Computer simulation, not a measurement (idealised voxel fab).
The name of this process module is voxel gate over fins.
The width of the displayed cross-section, cut, is 230 nm; its cells are square, with a size of 5 nm.
If you're reading a cross-section in this doc, picture square cells in a grid; it comes to you as bands, top ones listed first down to the bottom, and a band can be one or more rows of cells. A band entry consists of two parts. The first gives the height of the band's top and the height of its bottom, in nm. The rest lists the band's materials from left to right, each with its width in nm. A single material labelled with the word "edge to edge" fills the band from edge to edge, and the word "air" marks empty space. Heights are expressed relative to 0, this being the level below which the as-received wafer comprises one material exclusively. The lowest band is unbounded in the downward direction and is denoted as in "0 and below". Per-row width for "30 to 40": begins at first number (top row of band), ends at second number (bottom row), increment between rows held constant. Basically "no alteration" means that step didn't change any cell in the cross-section. The list in "Cavities, closed" covers empty spaces of 8 cells or more that cannot reach the top through any open way, and it gives each as width x height at distance; the distance is from the left edge, and width, height and distance are in nm. Formally, on a step line, whatever follows the settings is a remark that the simulator itself makes on the step. The line of a step may include "overlay nm". On a step with a mask, this value is how far to the right of its planned place the mask lay. A negative value means the mask lay to the left.
PLANNED STEP LIST FOR THE PROCESS
1 RECEIVE with material Si
2 CONFORMAL_DEP with material SiN, thk nm 10
3 MASKED_ETCH with tone cover, mask id FINS, width nm 15, pitch nm 50, etch materials SiN, depth nm 10, overlay nm 0
4 MASKED_ETCH with tone cover, mask id FINS, width nm 15, pitch nm 50, etch materials Si, depth nm 35, overlay nm 0
5 FILL_DEP with material SiO2, thk nm 5
6 CMP with height nm 10
7 MASKED_ETCH with tone open, mask id RAIL, width nm 15, etch materials SiO2, depth nm 40, overlay nm 0
8 CONFORMAL_DEP with material TiN, thk nm 5
9 FILL_DEP with material Ru, thk nm 10
10 CMP with height nm 10
11 SELECTIVE_ETCH with etch materials W Ru TiN, depth nm 35
12 FILL_DEP with material SiO2, thk nm 5
13 CMP with height nm 10
14 SELECTIVE_ETCH with etch materials SiO2, depth nm 25
15 STRIP with etch materials SiN
16 CONFORMAL_DEP with material HfO2, thk nm 5
17 CONFORMAL_DEP with material TiN, thk nm 5
18 CONFORMAL_DEP with material TiAl, thk nm 5
19 CONFORMAL_DEP with material TiN, thk nm 5
20 FILL_DEP with material W, thk nm 10
21 CMP with height nm 25
22 CONFORMAL_DEP with material SiCN, thk nm 5
FIRST WAFER, TWO IN TOTAL, RUN AS PLANNED
AS RECEIVED (POST STEP 1): CROSS-SECTION
    0 and below: Si edge to edge
    Cavities, closed: none
CROSS-SECTION THROUGH THE WAFER, STEP 2 FINISHED
    10 down to 0: SiN edge to edge
    Nothing below the height 0 has changed.
CROSS-SECTION THROUGH THE WAFER, STEP 3 FINISHED
    10 down to 0: 80 of air, then 15 of SiN, then 35 of air, then 15 of SiN, then 85 of air
    Nothing below the height 0 has changed.
CROSS-SECTION THROUGH THE WAFER, STEP 4 FINISHED
    10 down to 0: 80 of air, then 15 of SiN, then 35 of air, then 15 of SiN, then 85 of air
    0 down to -35: 80 of air, then 15 of Si, then 35 of air, then 15 of Si, then 85 of air
    Nothing below the height -35 has changed.
CROSS-SECTION THROUGH THE WAFER, STEP 5 FINISHED
    15 down to 10: SiO2 edge to edge
    10 down to 0: 80 of SiO2, then 15 of SiN, then 35 of SiO2, then 15 of SiN, then 85 of SiO2
    0 down to -35: 80 of SiO2, then 15 of Si, then 35 of SiO2, then 15 of Si, then 85 of SiO2
    Nothing below the height -35 has changed.
CROSS-SECTION THROUGH THE WAFER, STEP 6 FINISHED
    10 down to 0: 80 of SiO2, then 15 of SiN, then 35 of SiO2, then 15 of SiN, then 85 of SiO2
    Nothing below the height 0 has changed.
CROSS-SECTION THROUGH THE WAFER, STEP 7 FINISHED
    10 down to 0: 80 of SiO2, then 15 of SiN, then 10 of SiO2, then 15 of air, then 10 of SiO2, then 15 of SiN, then 85 of SiO2
    0 down to -30: 80 of SiO2, then 15 of Si, then 10 of SiO2, then 15 of air, then 10 of SiO2, then 15 of Si, then 85 of SiO2
    Nothing below the height -30 has changed.
CROSS-SECTION THROUGH THE WAFER, STEP 8 FINISHED
    15 down to 10: 110 of TiN, then 5 of air, then 115 of TiN
    10 down to 0: 80 of SiO2, then 15 of SiN, then 10 of SiO2, then 5 of TiN, then 5 of air, then 5 of TiN, then 10 of SiO2, then 15 of SiN, then 85 of SiO2
    0 down to -25: 80 of SiO2, then 15 of Si, then 10 of SiO2, then 5 of TiN, then 5 of air, then 5 of TiN, then 10 of SiO2, then 15 of Si, then 85 of SiO2
    -25 down to -30: 80 of SiO2, then 15 of Si, then 10 of SiO2, then 15 of TiN, then 10 of SiO2, then 15 of Si, then 85 of SiO2
    Nothing below the height -30 has changed.
CROSS-SECTION THROUGH THE WAFER, STEP 9 FINISHED
    25 down to 15: Ru edge to edge
    15 down to 10: 110 of TiN, then 5 of Ru, then 115 of TiN
    10 down to 0: 80 of SiO2, then 15 of SiN, then 10 of SiO2, then 5 of TiN, then 5 of Ru, then 5 of TiN, then 10 of SiO2, then 15 of SiN, then 85 of SiO2
    0 down to -25: 80 of SiO2, then 15 of Si, then 10 of SiO2, then 5 of TiN, then 5 of Ru, then 5 of TiN, then 10 of SiO2, then 15 of Si, then 85 of SiO2
    Nothing below the height -25 has changed.
CROSS-SECTION THROUGH THE WAFER, STEP 10 FINISHED
    10 down to 0: 80 of SiO2, then 15 of SiN, then 10 of SiO2, then 5 of TiN, then 5 of Ru, then 5 of TiN, then 10 of SiO2, then 15 of SiN, then 85 of SiO2
    Nothing below the height 0 has changed.
CROSS-SECTION THROUGH THE WAFER, STEP 11 FINISHED
    10 down to 0: 80 of SiO2, then 15 of SiN, then 10 of SiO2, then 15 of air, then 10 of SiO2, then 15 of SiN, then 85 of SiO2
    0 down to -25: 80 of SiO2, then 15 of Si, then 10 of SiO2, then 15 of air, then 10 of SiO2, then 15 of Si, then 85 of SiO2
    Nothing below the height -25 has changed.
CROSS-SECTION THROUGH THE WAFER, STEP 12 FINISHED
    15 down to 10: SiO2 edge to edge
    10 down to 0: 80 of SiO2, then 15 of SiN, then 35 of SiO2, then 15 of SiN, then 85 of SiO2
    0 down to -25: 80 of SiO2, then 15 of Si, then 35 of SiO2, then 15 of Si, then 85 of SiO2
    Nothing below the height -25 has changed.
CROSS-SECTION THROUGH THE WAFER, STEP 13 FINISHED
    10 down to 0: 80 of SiO2, then 15 of SiN, then 35 of SiO2, then 15 of SiN, then 85 of SiO2
    Nothing below the height 0 has changed.
CROSS-SECTION THROUGH THE WAFER, STEP 14 FINISHED
    10 down to 0: 80 of air, then 15 of SiN, then 35 of air, then 15 of SiN, then 85 of air
    0 down to -15: 80 of air, then 15 of Si, then 35 of air, then 15 of Si, then 85 of air
    Nothing below the height -15 has changed.
CROSS-SECTION THROUGH THE WAFER, STEP 15 FINISHED
    0 down to -15: 80 of air, then 15 of Si, then 35 of air, then 15 of Si, then 85 of air
    Nothing below the height -15 has changed.
CROSS-SECTION THROUGH THE WAFER, STEP 16 FINISHED
    5 down to 0: 75 of air, then 25 of HfO2, then 25 of air, then 25 of HfO2, then 80 of air
    0 down to -10: 75 of air, then 5 of HfO2, then 15 of Si, then 5 of HfO2, then 25 of air, then 5 of HfO2, then 15 of Si, then 5 of HfO2, then 80 of air
    -10 down to -15: 80 of HfO2, then 15 of Si, then 35 of HfO2, then 15 of Si, then 85 of HfO2
    Nothing below the height -15 has changed.
CROSS-SECTION THROUGH THE WAFER, STEP 17 FINISHED
    10 down to 5: 70 of air, then 35 of TiN, then 15 of air, then 35 of TiN, then 75 of air
    5 down to 0: 70 of air, then 5 of TiN, then 25 of HfO2, then 5 of TiN, then 15 of air, then 5 of TiN, then 25 of HfO2, then 5 of TiN, then 75 of air
    0 down to -5: 70 of air, then 5 of TiN, then 5 of HfO2, then 15 of Si, then 5 of HfO2, then 5 of TiN, then 15 of air, then 5 of TiN, then 5 of HfO2, then 15 of Si, then 5 of HfO2, then 5 of TiN, then 75 of air
    -5 down to -10: 75 of TiN, then 5 of HfO2, then 15 of Si, then 5 of HfO2, then 25 of TiN, then 5 of HfO2, then 15 of Si, then 5 of HfO2, then 80 of TiN
    Nothing below the height -10 has changed.
CROSS-SECTION THROUGH THE WAFER, STEP 18 FINISHED
    15 down to 10: 65 of air, then 45 of TiAl, then 5 of air, then 45 of TiAl, then 70 of air
    10 down to 5: 65 of air, then 5 of TiAl, then 35 of TiN, then 5 of TiAl, then 5 of air, then 5 of TiAl, then 35 of TiN, then 5 of TiAl, then 70 of air
    5 down to 0: 65 of air, then 5 of TiAl, then 5 of TiN, then 25 of HfO2, then 5 of TiN, then 5 of TiAl, then 5 of air, then 5 of TiAl, then 5 of TiN, then 25 of HfO2, then 5 of TiN, then 5 of TiAl, then 70 of air
    0 down to -5: 70 of TiAl, then 5 of TiN, then 5 of HfO2, then 15 of Si, then 5 of HfO2, then 5 of TiN, then 15 of TiAl, then 5 of TiN, then 5 of HfO2, then 15 of Si, then 5 of HfO2, then 5 of TiN, then 75 of TiAl
    Nothing below the height -5 has changed.
CROSS-SECTION THROUGH THE WAFER, STEP 19 FINISHED
    20 down to 15: 60 of air, then 105 of TiN, then 65 of air
    15 down to 10: 60 of air, then 5 of TiN, then 45 of TiAl, then 5 of TiN, then 45 of TiAl, then 5 of TiN, then 65 of air
    10 down to 5: 60 of air, then 5 of TiN, then 5 of TiAl, then 35 of TiN, then 5 of TiAl, then 5 of TiN, then 5 of TiAl, then 35 of TiN, then 5 of TiAl, then 5 of TiN, then 65 of air
    5 down to 0: 65 of TiN, then 5 of TiAl, then 5 of TiN, then 25 of HfO2, then 5 of TiN, then 5 of TiAl, then 5 of TiN, then 5 of TiAl, then 5 of TiN, then 25 of HfO2, then 5 of TiN, then 5 of TiAl, then 70 of TiN
    Nothing below the height 0 has changed.
CROSS-SECTION THROUGH THE WAFER, STEP 20 FINISHED
    30 down to 20: W edge to edge
    20 down to 15: 60 of W, then 105 of TiN, then 65 of W
    15 down to 10: 60 of W, then 5 of TiN, then 45 of TiAl, then 5 of TiN, then 45 of TiAl, then 5 of TiN, then 65 of W
    10 down to 5: 60 of W, then 5 of TiN, then 5 of TiAl, then 35 of TiN, then 5 of TiAl, then 5 of TiN, then 5 of TiAl, then 35 of TiN, then 5 of TiAl, then 5 of TiN, then 65 of W
    Nothing below the height 5 has changed.
CROSS-SECTION THROUGH THE WAFER, STEP 21 FINISHED
    25 down to 20: W edge to edge
    Nothing below the height 20 has changed.
CROSS-SECTION THROUGH THE WAFER, STEP 22 FINISHED
    30 down to 25: SiCN edge to edge
    Nothing below the height 25 has changed.
SECOND WAFER. START AND PLAN AS FOR THE FIRST. ONE MISTAKE MADE IN RUNNING. AGREES WITH THE FIRST UP TO AND INCLUDING STEP 6
CROSS-SECTIONAL VIEW OF THE SECOND WAFER AT THE INTENDED END TIME OF PROCESS STEP 7
    10 down to 0: 80 of SiO2, then 15 of SiN, then 5 of SiO2, then 25 of air, then 5 of SiO2, then 15 of SiN, then 85 of SiO2
    0 down to -30: 80 of SiO2, then 15 of Si, then 5 of SiO2, then 25 of air, then 5 of SiO2, then 15 of Si, then 85 of SiO2
    Nothing below the height -30 has changed.
CROSS-SECTIONAL VIEW OF THE SECOND WAFER AT THE INTENDED END TIME OF PROCESS STEP 8
    15 down to 10: 105 of TiN, then 15 of air, then 110 of TiN
    10 down to 0: 80 of SiO2, then 15 of SiN, then 5 of SiO2, then 5 of TiN, then 15 of air, then 5 of TiN, then 5 of SiO2, then 15 of SiN, then 85 of SiO2
    0 down to -25: 80 of SiO2, then 15 of Si, then 5 of SiO2, then 5 of TiN, then 15 of air, then 5 of TiN, then 5 of SiO2, then 15 of Si, then 85 of SiO2
    -25 down to -30: 80 of SiO2, then 15 of Si, then 5 of SiO2, then 25 of TiN, then 5 of SiO2, then 15 of Si, then 85 of SiO2
    Nothing below the height -30 has changed.
CROSS-SECTIONAL VIEW OF THE SECOND WAFER AT THE INTENDED END TIME OF PROCESS STEP 9
    25 down to 15: Ru edge to edge
    15 down to 10: 105 of TiN, then 15 of Ru, then 110 of TiN
    10 down to 0: 80 of SiO2, then 15 of SiN, then 5 of SiO2, then 5 of TiN, then 15 of Ru, then 5 of TiN, then 5 of SiO2, then 15 of SiN, then 85 of SiO2
    0 down to -25: 80 of SiO2, then 15 of Si, then 5 of SiO2, then 5 of TiN, then 15 of Ru, then 5 of TiN, then 5 of SiO2, then 15 of Si, then 85 of SiO2
    Nothing below the height -25 has changed.
CROSS-SECTIONAL VIEW OF THE SECOND WAFER AT THE INTENDED END TIME OF PROCESS STEP 10
    10 down to 0: 80 of SiO2, then 15 of SiN, then 5 of SiO2, then 5 of TiN, then 15 of Ru, then 5 of TiN, then 5 of SiO2, then 15 of SiN, then 85 of SiO2
    Nothing below the height 0 has changed.
CROSS-SECTIONAL VIEW OF THE SECOND WAFER AT THE INTENDED END TIME OF PROCESS STEP 11
    10 down to 0: 80 of SiO2, then 15 of SiN, then 5 of SiO2, then 25 of air, then 5 of SiO2, then 15 of SiN, then 85 of SiO2
    0 down to -25: 80 of SiO2, then 15 of Si, then 5 of SiO2, then 25 of air, then 5 of SiO2, then 15 of Si, then 85 of SiO2
    Nothing below the height -25 has changed.
CROSS-SECTIONAL VIEW OF THE SECOND WAFER AT THE INTENDED END TIME OF PROCESS STEP 12
    15 down to 10: SiO2 edge to edge
    10 down to 0: 80 of SiO2, then 15 of SiN, then 35 of SiO2, then 15 of SiN, then 85 of SiO2
    0 down to -25: 80 of SiO2, then 15 of Si, then 35 of SiO2, then 15 of Si, then 85 of SiO2
    Nothing below the height -25 has changed.
CROSS-SECTIONAL VIEW OF THE SECOND WAFER AT THE INTENDED END TIME OF PROCESS STEP 13
    10 down to 0: 80 of SiO2, then 15 of SiN, then 35 of SiO2, then 15 of SiN, then 85 of SiO2
    Nothing below the height 0 has changed.
CROSS-SECTIONAL VIEW OF THE SECOND WAFER AT THE INTENDED END TIME OF PROCESS STEP 14
    10 down to 0: 80 of air, then 15 of SiN, then 35 of air, then 15 of SiN, then 85 of air
    0 down to -15: 80 of air, then 15 of Si, then 35 of air, then 15 of Si, then 85 of air
    Nothing below the height -15 has changed.
CROSS-SECTIONAL VIEW OF THE SECOND WAFER AT THE INTENDED END TIME OF PROCESS STEP 15
    0 down to -15: 80 of air, then 15 of Si, then 35 of air, then 15 of Si, then 85 of air
    Nothing below the height -15 has changed.
CROSS-SECTIONAL VIEW OF THE SECOND WAFER AT THE INTENDED END TIME OF PROCESS STEP 16
    5 down to 0: 75 of air, then 25 of HfO2, then 25 of air, then 25 of HfO2, then 80 of air
    0 down to -10: 75 of air, then 5 of HfO2, then 15 of Si, then 5 of HfO2, then 25 of air, then 5 of HfO2, then 15 of Si, then 5 of HfO2, then 80 of air
    -10 down to -15: 80 of HfO2, then 15 of Si, then 35 of HfO2, then 15 of Si, then 85 of HfO2
    Nothing below the height -15 has changed.
CROSS-SECTIONAL VIEW OF THE SECOND WAFER AT THE INTENDED END TIME OF PROCESS STEP 17
    10 down to 5: 70 of air, then 35 of TiN, then 15 of air, then 35 of TiN, then 75 of air
    5 down to 0: 70 of air, then 5 of TiN, then 25 of HfO2, then 5 of TiN, then 15 of air, then 5 of TiN, then 25 of HfO2, then 5 of TiN, then 75 of air
    0 down to -5: 70 of air, then 5 of TiN, then 5 of HfO2, then 15 of Si, then 5 of HfO2, then 5 of TiN, then 15 of air, then 5 of TiN, then 5 of HfO2, then 15 of Si, then 5 of HfO2, then 5 of TiN, then 75 of air
    -5 down to -10: 75 of TiN, then 5 of HfO2, then 15 of Si, then 5 of HfO2, then 25 of TiN, then 5 of HfO2, then 15 of Si, then 5 of HfO2, then 80 of TiN
    Nothing below the height -10 has changed.
CROSS-SECTIONAL VIEW OF THE SECOND WAFER AT THE INTENDED END TIME OF PROCESS STEP 18
    15 down to 10: 65 of air, then 45 of TiAl, then 5 of air, then 45 of TiAl, then 70 of air
    10 down to 5: 65 of air, then 5 of TiAl, then 35 of TiN, then 5 of TiAl, then 5 of air, then 5 of TiAl, then 35 of TiN, then 5 of TiAl, then 70 of air
    5 down to 0: 65 of air, then 5 of TiAl, then 5 of TiN, then 25 of HfO2, then 5 of TiN, then 5 of TiAl, then 5 of air, then 5 of TiAl, then 5 of TiN, then 25 of HfO2, then 5 of TiN, then 5 of TiAl, then 70 of air
    0 down to -5: 70 of TiAl, then 5 of TiN, then 5 of HfO2, then 15 of Si, then 5 of HfO2, then 5 of TiN, then 15 of TiAl, then 5 of TiN, then 5 of HfO2, then 15 of Si, then 5 of HfO2, then 5 of TiN, then 75 of TiAl
    Nothing below the height -5 has changed.
CROSS-SECTIONAL VIEW OF THE SECOND WAFER AT THE INTENDED END TIME OF PROCESS STEP 19
    20 down to 15: 60 of air, then 105 of TiN, then 65 of air
    15 down to 10: 60 of air, then 5 of TiN, then 45 of TiAl, then 5 of TiN, then 45 of TiAl, then 5 of TiN, then 65 of air
    10 down to 5: 60 of air, then 5 of TiN, then 5 of TiAl, then 35 of TiN, then 5 of TiAl, then 5 of TiN, then 5 of TiAl, then 35 of TiN, then 5 of TiAl, then 5 of TiN, then 65 of air
    5 down to 0: 65 of TiN, then 5 of TiAl, then 5 of TiN, then 25 of HfO2, then 5 of TiN, then 5 of TiAl, then 5 of TiN, then 5 of TiAl, then 5 of TiN, then 25 of HfO2, then 5 of TiN, then 5 of TiAl, then 70 of TiN
    Nothing below the height 0 has changed.
CROSS-SECTIONAL VIEW OF THE SECOND WAFER AT THE INTENDED END TIME OF PROCESS STEP 20
    30 down to 20: W edge to edge
    20 down to 15: 60 of W, then 105 of TiN, then 65 of W
    15 down to 10: 60 of W, then 5 of TiN, then 45 of TiAl, then 5 of TiN, then 45 of TiAl, then 5 of TiN, then 65 of W
    10 down to 5: 60 of W, then 5 of TiN, then 5 of TiAl, then 35 of TiN, then 5 of TiAl, then 5 of TiN, then 5 of TiAl, then 35 of TiN, then 5 of TiAl, then 5 of TiN, then 65 of W
    Nothing below the height 5 has changed.
CROSS-SECTIONAL VIEW OF THE SECOND WAFER AT THE INTENDED END TIME OF PROCESS STEP 21
    25 down to 20: W edge to edge
    Nothing below the height 20 has changed.
CROSS-SECTIONAL VIEW OF THE SECOND WAFER AT THE INTENDED END TIME OF PROCESS STEP 22
    30 down to 25: SiCN edge to edge
    Nothing below the height 25 has changed.
Want to know what went wrong? step 7 was processed under conditions differing from the plan, specifically as MASKED_ETCH with tone open, mask id RAIL, width nm 25, etch materials SiO2, depth nm 40, overlay nm 0
Counted in cells at the end, the second wafer holds more or fewer of these materials than the first: SiO2 -2 | TiN +2
